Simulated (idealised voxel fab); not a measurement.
process module | voxel ribs on slabs
cross-section cut | 150 nm wide | cells 5 nm
A cross-section is a grid of square cells, given in bands from the top down. A band is one or more rows of cells.
Each band's line starts with the height of the band's top and of its bottom, in nm. Then come its materials from left to right, each with its width in nm. One material with "throughout" fills the band from edge to edge. "air" is empty space.
Height 0 is the level under which the wafer as received is all one material. The lowest band goes on downwards, as in "0 down".
A width such as "30 to 40" changes by the same amount from each row of cells to the next, from the band's top row to its bottom row.
"no change" after a step means that no cell of the cross-section changed.
closed voids: empty space of 8 cells or more with no open way to the top, each as width x height at its distance from the left edge, in nm
after a step's settings: what the simulator itself notes on the step
overlay nm, on a step with a mask: how far to the right of its planned place the mask lay; to the left if negative
plan
1 op RECEIVE | material Si
2 op DIRECTIONAL_DEP | material SiO2 | thk nm 25
3 op DIRECTIONAL_DEP | material polySi | thk nm 25
4 op MASKED_ETCH | tone cover | mask id RIB | width nm 20 | etch materials polySi | depth nm 5 | overlay nm 0
5 op MASKED_ETCH | tone cover | mask id SLAB | width nm 50 | etch materials polySi | depth nm 20 | overlay nm 0
6 op FILL_DEP | material SiO2 | thk nm 25
7 op CMP | height nm 65
8 op DIRECTIONAL_DEP | material W | thk nm 5
9 op DIRECTIONAL_DEP | material aC | thk nm 10
10 op PATTERN | tone cover | mask id HEATER | material resist | width nm 30 | thk nm 25 | overlay nm 0
11 op DIRECTIONAL_ETCH | etch materials aC | depth nm 10
12 op STRIP | etch materials resist
13 op DIRECTIONAL_ETCH | etch materials W | depth nm 5
14 op STRIP | etch materials aC
15 op CONFORMAL_DEP | material SiN | thk nm 5
as received, after step 1
  0 down: Si throughout
  closed voids: none
first wafer at the end, as planned
  75 to 70: air 55 | SiN 40 | air 55
  70 to 65: SiN 60 | W 30 | SiN 60
  65 to 50: SiO2 throughout
  50 to 45: SiO2 65 | polySi 20 | SiO2 65
  45 to 25: SiO2 50 | polySi 50 | SiO2 50
  25 to 0: SiO2 throughout
  0 down: Si throughout
  closed voids: none
second wafer at the end: like start, like plan, one mistake
  70 to 65: air 60 | W 30 | air 60
  65 to 50: SiO2 throughout
  50 to 45: SiO2 65 | polySi 20 | SiO2 65
  45 to 25: SiO2 50 | polySi 50 | SiO2 50
  25 to 0: SiO2 throughout
  0 down: Si throughout
  closed voids: none
what went wrong: step 15 was left out
at the end the second wafer has, in cells: 32 fewer of SiN
